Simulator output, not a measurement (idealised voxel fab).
This is a process module. Its name is voxel gate over fins.
Shown is cross-section cut, with a width of 265 nm and square cells of size 5 nm.
Throughout this document, each cross-section is represented as a grid of square cells and is presented as a sequence of bands enumerated from the top downward, where a band comprises one or more rows of cells.
Within each band entry, the heights of the top and of the bottom of the band appear first, in that order and in nm; the materials of the band then follow from left to right, each with its corresponding width in nm. The designation "full width" on a single material indicates that it fills the band from edge to edge; the designation "empty" indicates empty space.
Height 0 is the level under which the wafer as received is all one material. The lowest band goes on downwards, as in "0 and below".
The width entry "30 to 40" should be interpreted row by row: the top row of cells in the band takes the first number, the bottom row takes the second number, and the change between adjacent rows is uniform throughout.
"changes: none" -> step changed no cross-section cell.
Closed empty spaces (no open way to the top) of 8 cells or more are what "Closed void list" lists, each as width x height at distance from the left edge, nm for all three.
That trailing text on a step's line, after the settings, is the simulator's own remark on the step.
Regarding "overlay nm": on a step with a mask, it is the distance the mask lay to the right of its planned place; a negative value places it to the left.

-- These are the steps we planned for the process
1) RECEIVE with material Si
2) CONFORMAL_DEP with material SiN, thk nm 10
3) DIRECTIONAL_DEP with material aC, thk nm 10
4) PATTERN with tone cover, mask id FINS, material resist, width nm 15, pitch nm 50, thk nm 25, overlay nm 0
5) DIRECTIONAL_ETCH with etch materials aC, depth nm 10
6) STRIP with etch materials resist
7) DIRECTIONAL_ETCH with etch materials SiN, depth nm 10
8) DIRECTIONAL_ETCH with etch materials Si, depth nm 30
9) STRIP with etch materials aC
10) FILL_DEP with material SiO2, thk nm 15
11) CMP with height nm 10
12) PATTERN with tone open, mask id RAIL, material resist, width nm 15, thk nm 20, overlay nm 0
13) DIRECTIONAL_ETCH with etch materials SiO2, depth nm 35
14) STRIP with etch materials resist
15) CONFORMAL_DEP with material TiN, thk nm 5
16) FILL_DEP with material Ru, thk nm 5
17) CMP with height nm 10
18) SELECTIVE_ETCH with etch materials W Ru TiN, depth nm 25
19) FILL_DEP with material SiO2, thk nm 5
20) CMP with height nm 10
21) SELECTIVE_ETCH with etch materials SiO2, depth nm 20
22) STRIP with etch materials SiN
23) CONFORMAL_DEP with material HfO2, thk nm 5
24) CONFORMAL_DEP with material TiN, thk nm 5
25) CONFORMAL_DEP with material TiAl, thk nm 5
26) CONFORMAL_DEP with material TiN, thk nm 5
27) FILL_DEP with material W, thk nm 10
28) CMP with height nm 25
29) CONFORMAL_DEP with material SiN, thk nm 5

-- Run as planned: first of two wafers

-- Incoming wafer, cross-sectional view, post step 1
- 0 and below | Si full width
- Closed void list: none

-- Step 2 done - wafer cross-section
- 10 down to 0 | SiN full width
- Anything lower than 0 is untouched.

-- Step 3 done - wafer cross-section
- 20 down to 10 | aC full width
- Anything lower than 10 is untouched.

-- Step 4 done - wafer cross-section
- 45 down to 20 | 75 empty, then 15 resist, then 35 empty, then 15 resist, then 35 empty, then 15 resist, then 75 empty
- Anything lower than 20 is untouched.

-- Step 5 done - wafer cross-section
- 35 down to 20 | 75 empty, then 15 resist, then 35 empty, then 15 resist, then 35 empty, then 15 resist, then 75 empty
- 20 down to 10 | 75 empty, then 15 aC, then 35 empty, then 15 aC, then 35 empty, then 15 aC, then 75 empty
- Anything lower than 10 is untouched.

-- Step 6 done - wafer cross-section
- 20 down to 10 | 75 empty, then 15 aC, then 35 empty, then 15 aC, then 35 empty, then 15 aC, then 75 empty
- Anything lower than 10 is untouched.

-- Step 7 done - wafer cross-section
- 20 down to 10 | 75 empty, then 15 aC, then 35 empty, then 15 aC, then 35 empty, then 15 aC, then 75 empty
- 10 down to 0 | 75 empty, then 15 SiN, then 35 empty, then 15 SiN, then 35 empty, then 15 SiN, then 75 empty
- Anything lower than 0 is untouched.

-- Step 8 done - wafer cross-section
- 20 down to 10 | 75 empty, then 15 aC, then 35 empty, then 15 aC, then 35 empty, then 15 aC, then 75 empty
- 10 down to 0 | 75 empty, then 15 SiN, then 35 empty, then 15 SiN, then 35 empty, then 15 SiN, then 75 empty
- 0 down to -30 | 75 empty, then 15 Si, then 35 empty, then 15 Si, then 35 empty, then 15 Si, then 75 empty
- Anything lower than -30 is untouched.

-- Step 9 done - wafer cross-section
- 10 down to 0 | 75 empty, then 15 SiN, then 35 empty, then 15 SiN, then 35 empty, then 15 SiN, then 75 empty
- Anything lower than 0 is untouched.

-- Step 10 done - wafer cross-section
- 25 down to 10 | SiO2 full width
- 10 down to 0 | 75 SiO2, then 15 SiN, then 35 SiO2, then 15 SiN, then 35 SiO2, then 15 SiN, then 75 SiO2
- 0 down to -30 | 75 SiO2, then 15 Si, then 35 SiO2, then 15 Si, then 35 SiO2, then 15 Si, then 75 SiO2
- Anything lower than -30 is untouched.

-- Step 11 done - wafer cross-section
- 10 down to 0 | 75 SiO2, then 15 SiN, then 35 SiO2, then 15 SiN, then 35 SiO2, then 15 SiN, then 75 SiO2
- Anything lower than 0 is untouched.

-- Step 12 done - wafer cross-section
- 30 down to 10 | 100 resist, then 15 empty, then 150 resist
- Anything lower than 10 is untouched.

-- Step 13 done - wafer cross-section
- 30 down to 10 | 100 resist, then 15 empty, then 150 resist
- 10 down to 0 | 75 SiO2, then 15 SiN, then 10 SiO2, then 15 empty, then 10 SiO2, then 15 SiN, then 35 SiO2, then 15 SiN, then 75 SiO2
- 0 down to -25 | 75 SiO2, then 15 Si, then 10 SiO2, then 15 empty, then 10 SiO2, then 15 Si, then 35 SiO2, then 15 Si, then 75 SiO2
- Anything lower than -25 is untouched.

-- Step 14 done - wafer cross-section
- 10 down to 0 | 75 SiO2, then 15 SiN, then 10 SiO2, then 15 empty, then 10 SiO2, then 15 SiN, then 35 SiO2, then 15 SiN, then 75 SiO2
- Anything lower than 0 is untouched.

-- Step 15 done - wafer cross-section
- 15 down to 10 | 105 TiN, then 5 empty, then 155 TiN
- 10 down to 0 | 75 SiO2, then 15 SiN, then 10 SiO2, then 5 TiN, then 5 empty, then 5 TiN, then 10 SiO2, then 15 SiN, then 35 SiO2, then 15 SiN, then 75 SiO2
- 0 down to -20 | 75 SiO2, then 15 Si, then 10 SiO2, then 5 TiN, then 5 empty, then 5 TiN, then 10 SiO2, then 15 Si, then 35 SiO2, then 15 Si, then 75 SiO2
- -20 down to -25 | 75 SiO2, then 15 Si, then 10 SiO2, then 15 TiN, then 10 SiO2, then 15 Si, then 35 SiO2, then 15 Si, then 75 SiO2
- Anything lower than -25 is untouched.

-- Step 16 done - wafer cross-section
- 20 down to 15 | Ru full width
- 15 down to 10 | 105 TiN, then 5 Ru, then 155 TiN
- 10 down to 0 | 75 SiO2, then 15 SiN, then 10 SiO2, then 5 TiN, then 5 Ru, then 5 TiN, then 10 SiO2, then 15 SiN, then 35 SiO2, then 15 SiN, then 75 SiO2
- 0 down to -20 | 75 SiO2, then 15 Si, then 10 SiO2, then 5 TiN, then 5 Ru, then 5 TiN, then 10 SiO2, then 15 Si, then 35 SiO2, then 15 Si, then 75 SiO2
- Anything lower than -20 is untouched.

-- Step 17 done - wafer cross-section
- 10 down to 0 | 75 SiO2, then 15 SiN, then 10 SiO2, then 5 TiN, then 5 Ru, then 5 TiN, then 10 SiO2, then 15 SiN, then 35 SiO2, then 15 SiN, then 75 SiO2
- Anything lower than 0 is untouched.

-- Step 18 done - wafer cross-section
- 10 down to 0 | 75 SiO2, then 15 SiN, then 10 SiO2, then 15 empty, then 10 SiO2, then 15 SiN, then 35 SiO2, then 15 SiN, then 75 SiO2
- 0 down to -15 | 75 SiO2, then 15 Si, then 10 SiO2, then 15 empty, then 10 SiO2, then 15 Si, then 35 SiO2, then 15 Si, then 75 SiO2
- Anything lower than -15 is untouched.

-- Step 19 done - wafer cross-section
- 15 down to 10 | SiO2 full width
- 10 down to 0 | 75 SiO2, then 15 SiN, then 35 SiO2, then 15 SiN, then 35 SiO2, then 15 SiN, then 75 SiO2
- 0 down to -15 | 75 SiO2, then 15 Si, then 35 SiO2, then 15 Si, then 35 SiO2, then 15 Si, then 75 SiO2
- Anything lower than -15 is untouched.

-- Step 20 done - wafer cross-section
- 10 down to 0 | 75 SiO2, then 15 SiN, then 35 SiO2, then 15 SiN, then 35 SiO2, then 15 SiN, then 75 SiO2
- Anything lower than 0 is untouched.

-- Step 21 done - wafer cross-section
- 10 down to 0 | 75 empty, then 15 SiN, then 35 empty, then 15 SiN, then 35 empty, then 15 SiN, then 75 empty
- 0 down to -10 | 75 empty, then 15 Si, then 35 empty, then 15 Si, then 35 empty, then 15 Si, then 75 empty
- Anything lower than -10 is untouched.

-- Step 22 done - wafer cross-section
- 0 down to -10 | 75 empty, then 15 Si, then 35 empty, then 15 Si, then 35 empty, then 15 Si, then 75 empty
- Anything lower than -10 is untouched.

-- Step 23 done - wafer cross-section
- 5 down to 0 | 70 empty, then 25 HfO2, then 25 empty, then 25 HfO2, then 25 empty, then 25 HfO2, then 70 empty
- 0 down to -5 | 70 empty, then 5 HfO2, then 15 Si, then 5 HfO2, then 25 empty, then 5 HfO2, then 15 Si, then 5 HfO2, then 25 empty, then 5 HfO2, then 15 Si, then 5 HfO2, then 70 empty
- -5 down to -10 | 75 HfO2, then 15 Si, then 35 HfO2, then 15 Si, then 35 HfO2, then 15 Si, then 75 HfO2
- Anything lower than -10 is untouched.

-- Step 24 done - wafer cross-section
- 10 down to 5 | 65 empty, then 35 TiN, then 15 empty, then 35 TiN, then 15 empty, then 35 TiN, then 65 empty
- 5 down to 0 | 65 empty, then 5 TiN, then 25 HfO2, then 5 TiN, then 15 empty, then 5 TiN, then 25 HfO2, then 5 TiN, then 15 empty, then 5 TiN, then 25 HfO2, then 5 TiN, then 65 empty
- 0 down to -5 | 70 TiN, then 5 HfO2, then 15 Si, then 5 HfO2, then 25 TiN, then 5 HfO2, then 15 Si, then 5 HfO2, then 25 TiN, then 5 HfO2, then 15 Si, then 5 HfO2, then 70 TiN
- Anything lower than -5 is untouched.

-- Step 25 done - wafer cross-section
- 15 down to 10 | 60 empty, then 45 TiAl, then 5 empty, then 45 TiAl, then 5 empty, then 45 TiAl, then 60 empty
- 10 down to 5 | 60 empty, then 5 TiAl, then 35 TiN, then 5 TiAl, then 5 empty, then 5 TiAl, then 35 TiN, then 5 TiAl, then 5 empty, then 5 TiAl, then 35 TiN, then 5 TiAl, then 60 empty
- 5 down to 0 | 65 TiAl, then 5 TiN, then 25 HfO2, then 5 TiN, then 15 TiAl, then 5 TiN, then 25 HfO2, then 5 TiN, then 15 TiAl, then 5 TiN, then 25 HfO2, then 5 TiN, then 65 TiAl
- Anything lower than 0 is untouched.

-- Step 26 done - wafer cross-section
- 20 down to 15 | 55 empty, then 155 TiN, then 55 empty
- 15 down to 10 | 55 empty, then 5 TiN, then 45 TiAl, then 5 TiN, then 45 TiAl, then 5 TiN, then 45 TiAl, then 5 TiN, then 55 empty
- 10 down to 5 | 60 TiN, then 5 TiAl, then 35 TiN, then 5 TiAl, then 5 TiN, then 5 TiAl, then 35 TiN, then 5 TiAl, then 5 TiN, then 5 TiAl, then 35 TiN, then 5 TiAl, then 60 TiN
- Anything lower than 5 is untouched.

-- Step 27 done - wafer cross-section
- 30 down to 20 | W full width
- 20 down to 15 | 55 W, then 155 TiN, then 55 W
- 15 down to 10 | 55 W, then 5 TiN, then 45 TiAl, then 5 TiN, then 45 TiAl, then 5 TiN, then 45 TiAl, then 5 TiN, then 55 W
- Anything lower than 10 is untouched.

-- Step 28 done - wafer cross-section
- 25 down to 20 | W full width
- Anything lower than 20 is untouched.

-- Step 29 done - wafer cross-section
- 30 down to 25 | SiN full width
- Anything lower than 25 is untouched.

-- Now the other wafer: same start, same recipe, but we messed up one thing when running it. Up to and including step 23 it's the same as the first one

-- Cross-section of the second wafer at the time by which step 24 should have been completed according to the plan
- 10 down to 5 | 65 empty, then 35 TiAl, then 15 empty, then 35 TiAl, then 15 empty, then 35 TiAl, then 65 empty
- 5 down to 0 | 65 empty, then 5 TiAl, then 25 HfO2, then 5 TiAl, then 15 empty, then 5 TiAl, then 25 HfO2, then 5 TiAl, then 15 empty, then 5 TiAl, then 25 HfO2, then 5 TiAl, then 65 empty
- 0 down to -5 | 70 TiAl, then 5 HfO2, then 15 Si, then 5 HfO2, then 25 TiAl, then 5 HfO2, then 15 Si, then 5 HfO2, then 25 TiAl, then 5 HfO2, then 15 Si, then 5 HfO2, then 70 TiAl
- Anything lower than -5 is untouched.

-- Cross-section of the second wafer at the time by which step 25 should have been completed according to the plan
- 15 down to 10 | 60 empty, then 45 TiN, then 5 empty, then 45 TiN, then 5 empty, then 45 TiN, then 60 empty
- 10 down to 5 | 60 empty, then 5 TiN, then 35 TiAl, then 5 TiN, then 5 empty, then 5 TiN, then 35 TiAl, then 5 TiN, then 5 empty, then 5 TiN, then 35 TiAl, then 5 TiN, then 60 empty
- 5 down to 0 | 65 TiN, then 5 TiAl, then 25 HfO2, then 5 TiAl, then 15 TiN, then 5 TiAl, then 25 HfO2, then 5 TiAl, then 15 TiN, then 5 TiAl, then 25 HfO2, then 5 TiAl, then 65 TiN
- Anything lower than 0 is untouched.

-- Cross-section of the second wafer at the time by which step 26 should have been completed according to the plan
- 20 down to 10 | 55 empty, then 155 TiN, then 55 empty
- 10 down to 5 | 65 TiN, then 35 TiAl, then 15 TiN, then 35 TiAl, then 15 TiN, then 35 TiAl, then 65 TiN
- Anything lower than 5 is untouched.

-- Cross-section of the second wafer at the time by which step 27 should have been completed according to the plan
- 30 down to 20 | W full width
- 20 down to 10 | 55 W, then 155 TiN, then 55 W
- Anything lower than 10 is untouched.

-- Cross-section of the second wafer at the time by which step 28 should have been completed according to the plan
- 25 down to 20 | W full width
- Anything lower than 20 is untouched.

-- Cross-section of the second wafer at the time by which step 29 should have been completed according to the plan
- 30 down to 25 | SiN full width
- Anything lower than 25 is untouched.
Plan not followed: steps 24 and 25 of the plan were each performed in the slot designated for the other
End check, second vs first wafer: material counts in cells match, positions do not.
